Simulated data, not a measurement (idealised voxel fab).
process module | voxel self aligned contacts
cross-section cut | 145 nm wide | cells 5 nm
A cross-section is a grid of square cells, given in bands from the top down. A band is one or more rows of cells.
Each band's line starts with the height of the band's top and of its bottom, in nm. Then come its materials from left to right, each with its width in nm. One material with "throughout" fills the band from edge to edge. "air" is empty space.
Height 0 is the level under which the wafer as received is all one material. The lowest band goes on downwards, as in "0 down".
A width such as "30 to 40" changes by the same amount from each row of cells to the next, from the band's top row to its bottom row.
"no change" after a step means that no cell of the cross-section changed.
closed voids: empty space of 8 cells or more with no open way to the top, each as width x height at its distance from the left edge, in nm
after a step's settings: what the simulator itself notes on the step
overlay nm, on a step with a mask: how far to the right of its planned place the mask lay; to the left if negative
plan
1 op RECEIVE | material Si
2 op OXIDIZE | depth nm 5
3 op DIRECTIONAL_DEP | material polySi | thk nm 30
4 op DIRECTIONAL_DEP | material SiN | thk nm 20
5 op PATTERN | tone cover | mask id GATE | material resist | width nm 30 | pitch nm 75 | thk nm 15 | overlay nm 0
6 op DIRECTIONAL_ETCH | etch materials SiN | depth nm 20
7 op DIRECTIONAL_ETCH | etch materials polySi | depth nm 30
8 op STRIP | etch materials resist
9 op CONFORMAL_DEP | material SiN | thk nm 10
10 op DIRECTIONAL_ETCH | etch materials SiN | depth nm 10
11 op FILL_DEP | material SiO2 | thk nm 15
12 op CMP | height nm 55
13 op MASKED_ETCH | tone open | mask id CONTACT | width nm 55 | etch materials SiO2 | depth nm 60 | overlay nm 0
14 op CONFORMAL_DEP | material TiN | thk nm 5
15 op FILL_DEP | material Ru | thk nm 10
16 op CMP | height nm 55
17 op CONFORMAL_DEP | material SiN | thk nm 5
first wafer, as planned
as received, after step 1
  0 down: Si throughout
  closed voids: none
after step 2
  0 to -5: SiO2 throughout
  below -5: unchanged
after step 3
  30 to 0: polySi throughout
  below 0: unchanged
after step 4
  50 to 30: SiN throughout
  below 30: unchanged
after step 5
  65 to 50: air 20 | resist 30 | air 45 | resist 30 | air 20
  below 50: unchanged
after step 6
  65 to 50: air 20 | resist 30 | air 45 | resist 30 | air 20
  50 to 30: air 20 | SiN 30 | air 45 | SiN 30 | air 20
  below 30: unchanged
after step 7
  65 to 50: air 20 | resist 30 | air 45 | resist 30 | air 20
  50 to 30: air 20 | SiN 30 | air 45 | SiN 30 | air 20
  30 to 0: air 20 | polySi 30 | air 45 | polySi 30 | air 20
  below 0: unchanged
after step 8
  50 to 30: air 20 | SiN 30 | air 45 | SiN 30 | air 20
  below 30: unchanged
after step 9
  60 to 30: air 10 | SiN 50 | air 25 | SiN 50 | air 10
  30 to 10: air 10 | SiN 10 | polySi 30 | SiN 10 | air 25 | SiN 10 | polySi 30 | SiN 10 | air 10
  10 to 0: SiN 20 | polySi 30 | SiN 45 | polySi 30 | SiN 20
  below 0: unchanged
after step 10
  50 to 30: air 10 | SiN 50 | air 25 | SiN 50 | air 10
  30 to 0: air 10 | SiN 10 | polySi 30 | SiN 10 | air 25 | SiN 10 | polySi 30 | SiN 10 | air 10
  below 0: unchanged
after step 11
  65 to 50: SiO2 throughout
  50 to 30: SiO2 10 | SiN 50 | SiO2 25 | SiN 50 | SiO2 10
  30 to 0: SiO2 10 | SiN 10 | polySi 30 | SiN 10 | SiO2 25 | SiN 10 | polySi 30 | SiN 10 | SiO2 10
  below 0: unchanged
after step 12
  55 to 50: SiO2 throughout
  below 50: unchanged
after step 13
  55 to 50: SiO2 45 | air 55 | SiO2 45
  50 to 30: SiO2 10 | SiN 50 | air 25 | SiN 50 | SiO2 10
  30 to 0: SiO2 10 | SiN 10 | polySi 30 | SiN 10 | air 25 | SiN 10 | polySi 30 | SiN 10 | SiO2 10
  0 to -5: SiO2 60 | air 25 | SiO2 60
  below -5: unchanged
after step 14
  60 to 55: TiN 50 | air 45 | TiN 50
  55 to 50: SiO2 45 | TiN 20 | air 15 | TiN 20 | SiO2 45
  50 to 30: SiO2 10 | SiN 50 | TiN 5 | air 15 | TiN 5 | SiN 50 | SiO2 10
  30 to 0: SiO2 10 | SiN 10 | polySi 30 | SiN 10 | TiN 5 | air 15 | TiN 5 | SiN 10 | polySi 30 | SiN 10 | SiO2 10
  0 to -5: SiO2 60 | TiN 25 | SiO2 60
  below -5: unchanged
after step 15
  70 to 60: Ru throughout
  60 to 55: TiN 50 | Ru 45 | TiN 50
  55 to 50: SiO2 45 | TiN 20 | Ru 15 | TiN 20 | SiO2 45
  50 to 30: SiO2 10 | SiN 50 | TiN 5 | Ru 15 | TiN 5 | SiN 50 | SiO2 10
  30 to 0: SiO2 10 | SiN 10 | polySi 30 | SiN 10 | TiN 5 | Ru 15 | TiN 5 | SiN 10 | polySi 30 | SiN 10 | SiO2 10
  below 0: unchanged
after step 16
  55 to 50: SiO2 45 | TiN 20 | Ru 15 | TiN 20 | SiO2 45
  below 50: unchanged
after step 17
  60 to 55: SiN throughout
  below 55: unchanged
second wafer: like start, like plan, one mistake. Through step 12 it matches the first wafer
when step 13 should have ended
  55 to 50: air 45 | SiO2 55 | air 45
  50 to 30: air 10 | SiN 50 | SiO2 25 | SiN 50 | air 10
  30 to 0: air 10 | SiN 10 | polySi 30 | SiN 10 | SiO2 25 | SiN 10 | polySi 30 | SiN 10 | air 10
  0 to -5: air 10 | SiO2 125 | air 10
  below -5: unchanged
when step 14 should have ended
  60 to 55: air 40 | TiN 65 | air 40
  55 to 50: air 5 | TiN 40 | SiO2 55 | TiN 40 | air 5
  50 to 30: air 5 | TiN 5 | SiN 50 | SiO2 25 | SiN 50 | TiN 5 | air 5
  30 to 0: air 5 | TiN 5 | SiN 10 | polySi 30 | SiN 10 | SiO2 25 | SiN 10 | polySi 30 | SiN 10 | TiN 5 | air 5
  0 to -5: TiN 10 | SiO2 125 | TiN 10
  below -5: unchanged
when step 15 should have ended
  70 to 60: Ru throughout
  60 to 55: Ru 40 | TiN 65 | Ru 40
  55 to 50: Ru 5 | TiN 40 | SiO2 55 | TiN 40 | Ru 5
  50 to 30: Ru 5 | TiN 5 | SiN 50 | SiO2 25 | SiN 50 | TiN 5 | Ru 5
  30 to 0: Ru 5 | TiN 5 | SiN 10 | polySi 30 | SiN 10 | SiO2 25 | SiN 10 | polySi 30 | SiN 10 | TiN 5 | Ru 5
  below 0: unchanged
when step 16 should have ended
  55 to 50: Ru 5 | TiN 40 | SiO2 55 | TiN 40 | Ru 5
  below 50: unchanged
when step 17 should have ended
  60 to 55: SiN throughout
  below 55: unchanged
what went wrong: step 13 ran as: op MASKED_ETCH | tone cover | mask id CONTACT | width nm 55 | etch materials SiO2 | depth nm 60 | overlay nm 0
at the end the second wafer has, in cells: 11 fewer of Ru | 4 more of SiO2 | 7 more of TiN
